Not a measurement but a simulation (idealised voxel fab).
process module | voxel self aligned vias
cross-section cut | 295 nm wide | cells 5 nm
A cross-section is a grid of square cells, given in bands from the top down. A band is one or more rows of cells.
Each band's line starts with the height of the band's top and of its bottom, in nm. Then come its materials from left to right, each with its width in nm. One material with "throughout" fills the band from edge to edge. "air" is empty space.
Height 0 is the level under which the wafer as received is all one material. The lowest band goes on downwards, as in "0 down".
A width such as "30 to 40" changes by the same amount from each row of cells to the next, from the band's top row to its bottom row.
"no change" after a step means that no cell of the cross-section changed.
closed voids: empty space of 8 cells or more with no open way to the top, each as width x height at its distance from the left edge, in nm
after a step's settings: what the simulator itself notes on the step
overlay nm, on a step with a mask: how far to the right of its planned place the mask lay; to the left if negative
Each pair below shows a cross-section before one step and the cross-section after it, down to the lowest band that changed. The line under each pair gives the step between them, with its settings. The pairs can come from different runs of this module on the same starting wafer, so a pair continues from the pair above only where its "before" says so.
before
  50 to 35: SiO2 throughout
  35 to 30: SiO2 95 | SiN 25 | SiO2 30 | SiN 25 | SiO2 120
  30 to 20: SiO2 95 | TiN 5 | Ru 15 | TiN 5 | SiO2 30 | TiN 5 | Ru 15 | TiN 5 | SiO2 120
  20 to 15: SiO2 95 | TiN 25 | SiO2 30 | TiN 25 | SiO2 120
  15 to 10: SiCN throughout
  10 to 0: SiO2 throughout
  0 down: Si throughout
  closed voids: none
after
  65 to 50: aC throughout
  below 50: unchanged
  closed voids: none
the step between: op DIRECTIONAL_DEP | material aC | thk nm 15
before: the cross-section after the pair above
after
  100 to 65: resist 100 | air 35 | resist 20 | air 35 | resist 105
  below 65: unchanged
  closed voids: none
the step between: op PATTERN | tone open | mask id VIAS | material resist | width nm 35 | pitch nm 55 | thk nm 35 | overlay nm 0
before: the cross-section after the pair above
after
  85 to 65: resist 100 | air 35 | resist 20 | air 35 | resist 105
  65 to 50: aC 100 | air 35 | aC 20 | air 35 | aC 105
  below 50: unchanged
  closed voids: none
the step between: op DIRECTIONAL_ETCH | etch materials aC | depth nm 15
before: the cross-section after the pair above
after
  65 to 50: aC 100 | air 35 | aC 20 | air 35 | aC 105
  below 50: unchanged
  closed voids: none
the step between: op STRIP | etch materials resist
before: the cross-section after the pair above
after
  65 to 50: aC 100 | air 35 | aC 20 | air 35 | aC 105
  50 to 35: SiO2 100 | air 35 | SiO2 20 | air 35 | SiO2 105
  below 35: unchanged
  closed voids: none
the step between: op DIRECTIONAL_ETCH | etch materials SiO2 | depth nm 15
before: the cross-section after the pair above
after
  65 to 50: aC 100 | air 35 | aC 20 | air 35 | aC 105
  50 to 35: SiO2 100 | air 35 | SiO2 20 | air 35 | SiO2 105
  35 to 30: SiO2 95 | SiN 5 | air 20 | SiO2 30 | SiN 5 | air 20 | SiO2 120
  below 30: unchanged
  closed voids: none
the step between: op DIRECTIONAL_ETCH | etch materials SiN | depth nm 5
before: the cross-section after the pair above
after
  50 to 35: SiO2 100 | air 35 | SiO2 20 | air 35 | SiO2 105
  below 35: unchanged
  closed voids: none
the step between: op STRIP | etch materials aC
before: the cross-section after the pair above
after
  55 to 50: TiN 105 | air 25 | TiN 30 | air 25 | TiN 110
  50 to 40: SiO2 100 | TiN 5 | air 25 | TiN 5 | SiO2 20 | TiN 5 | air 25 | TiN 5 | SiO2 105
  40 to 35: SiO2 100 | TiN 5 | air 10 | TiN 20 | SiO2 20 | TiN 5 | air 10 | TiN 20 | SiO2 105
  35 to 30: SiO2 95 | SiN 5 | TiN 20 | SiO2 30 | SiN 5 | TiN 20 | SiO2 120
  below 30: unchanged
  closed voids: none
the step between: op CONFORMAL_DEP | material TiN | thk nm 5
before: the cross-section after the pair above
after
  65 to 55: Ru throughout
  55 to 50: TiN 105 | Ru 25 | TiN 30 | Ru 25 | TiN 110
  50 to 40: SiO2 100 | TiN 5 | Ru 25 | TiN 5 | SiO2 20 | TiN 5 | Ru 25 | TiN 5 | SiO2 105
  40 to 35: SiO2 100 | TiN 5 | Ru 10 | TiN 20 | SiO2 20 | TiN 5 | Ru 10 | TiN 20 | SiO2 105
  below 35: unchanged
  closed voids: none
the step between: op FILL_DEP | material Ru | thk nm 10
before: the cross-section after the pair above
after
  50 to 40: SiO2 100 | TiN 5 | Ru 25 | TiN 5 | SiO2 20 | TiN 5 | Ru 25 | TiN 5 | SiO2 105
  below 40: unchanged
  closed voids: none
the step between: op CMP | height nm 50
before: the cross-section after the pair above
after
  55 to 50: SiN throughout
  below 50: unchanged
  closed voids: none
the step between: op CONFORMAL_DEP | material SiN | thk nm 5
before
  50 to 35: SiO2 100 | air 35 | SiO2 20 | air 35 | SiO2 105
  35 to 30: SiO2 105 | air 25 | SiO2 30 | air 25 | SiO2 110
  30 to 20: SiO2 105 | TiN 5 | Ru 15 | TiN 5 | SiO2 30 | TiN 5 | Ru 15 | TiN 5 | SiO2 110
  20 to 15: SiO2 105 | TiN 25 | SiO2 30 | TiN 25 | SiO2 110
  15 to 10: SiCN throughout
  10 to 0: SiO2 throughout
  0 down: Si throughout
  closed voids: none
after
  55 to 50: SiN 105 | air 25 | SiN 30 | air 25 | SiN 110
  50 to 40: SiO2 100 | SiN 5 | air 25 | SiN 5 | SiO2 20 | SiN 5 | air 25 | SiN 5 | SiO2 105
  40 to 35: SiO2 100 | SiN 10 | air 15 | SiN 10 | SiO2 20 | SiN 10 | air 15 | SiN 10 | SiO2 105
  35 to 30: SiO2 105 | SiN 25 | SiO2 30 | SiN 25 | SiO2 110
  below 30: unchanged
  closed voids: none
the step between: op CONFORMAL_DEP | material SiN | thk nm 5
before: the cross-section after the pair above
after
  65 to 55: Ru throughout
  55 to 50: SiN 105 | Ru 25 | SiN 30 | Ru 25 | SiN 110
  50 to 40: SiO2 100 | SiN 5 | Ru 25 | SiN 5 | SiO2 20 | SiN 5 | Ru 25 | SiN 5 | SiO2 105
  40 to 35: SiO2 100 | SiN 10 | Ru 15 | SiN 10 | SiO2 20 | SiN 10 | Ru 15 | SiN 10 | SiO2 105
  below 35: unchanged
  closed voids: none
the step between: op FILL_DEP | material Ru | thk nm 10
before: the cross-section after the pair above
after
  50 to 40: SiO2 100 | SiN 5 | Ru 25 | SiN 5 | SiO2 20 | SiN 5 | Ru 25 | SiN 5 | SiO2 105
  below 40: unchanged
  closed voids: none
the step between: op CMP | height nm 50
before: the cross-section after the pair above
after
  55 to 50: SiN throughout
  below 50: unchanged
  closed voids: none
the step between: op CONFORMAL_DEP | material SiN | thk nm 5
before
  65 to 50: aC throughout
  50 to 35: SiO2 throughout
  35 to 30: SiO2 105 | SiN 25 | SiO2 30 | SiN 25 | SiO2 110
  30 to 20: SiO2 105 | TiN 5 | Ru 15 | TiN 5 | SiO2 30 | TiN 5 | Ru 15 | TiN 5 | SiO2 110
  20 to 15: SiO2 105 | TiN 25 | SiO2 30 | TiN 25 | SiO2 110
  15 to 10: SiCN throughout
  10 to 0: SiO2 throughout
  0 down: Si throughout
  closed voids: none
after
  100 to 65: air 100 | resist 35 | air 20 | resist 35 | air 105
  below 65: unchanged
  closed voids: none
the step between: op PATTERN | tone cover | mask id VIAS | material resist | width nm 35 | pitch nm 55 | thk nm 35 | overlay nm 0
before: the cross-section after the pair above
after
  85 to 65: air 100 | resist 35 | air 20 | resist 35 | air 105
  65 to 50: air 100 | aC 35 | air 20 | aC 35 | air 105
  below 50: unchanged
  closed voids: none
the step between: op DIRECTIONAL_ETCH | etch materials aC | depth nm 15
before: the cross-section after the pair above
after
  65 to 50: air 100 | aC 35 | air 20 | aC 35 | air 105
  below 50: unchanged
  closed voids: none
the step between: op STRIP | etch materials resist
before: the cross-section after the pair above
after
  65 to 50: air 100 | aC 35 | air 20 | aC 35 | air 105
  50 to 35: air 100 | SiO2 35 | air 20 | SiO2 35 | air 105
  below 35: unchanged
  closed voids: none
the step between: op DIRECTIONAL_ETCH | etch materials SiO2 | depth nm 15
before: the cross-section after the pair above
after
  50 to 35: air 100 | SiO2 35 | air 20 | SiO2 35 | air 105
  below 35: unchanged
  closed voids: none
the step between: op STRIP | etch materials aC
before: the cross-section after the pair above
after
  55 to 50: air 95 | TiN 45 | air 10 | TiN 45 | air 100
  50 to 40: air 95 | TiN 5 | SiO2 35 | TiN 5 | air 10 | TiN 5 | SiO2 35 | TiN 5 | air 100
  40 to 35: TiN 100 | SiO2 35 | TiN 20 | SiO2 35 | TiN 105
  below 35: unchanged
  closed voids: none
the step between: op CONFORMAL_DEP | material TiN | thk nm 5
before: the cross-section after the pair above
after
  65 to 55: Ru throughout
  55 to 50: Ru 95 | TiN 45 | Ru 10 | TiN 45 | Ru 100
  50 to 40: Ru 95 | TiN 5 | SiO2 35 | TiN 5 | Ru 10 | TiN 5 | SiO2 35 | TiN 5 | Ru 100
  below 40: unchanged
  closed voids: none
the step between: op FILL_DEP | material Ru | thk nm 10
before: the cross-section after the pair above
after
  50 to 40: Ru 95 | TiN 5 | SiO2 35 | TiN 5 | Ru 10 | TiN 5 | SiO2 35 | TiN 5 | Ru 100
  below 40: unchanged
  closed voids: none
the step between: op CMP | height nm 50
before: the cross-section after the pair above
after
  55 to 50: SiN throughout
  below 50: unchanged
  closed voids: none
the step between: op CONFORMAL_DEP | material SiN | thk nm 5
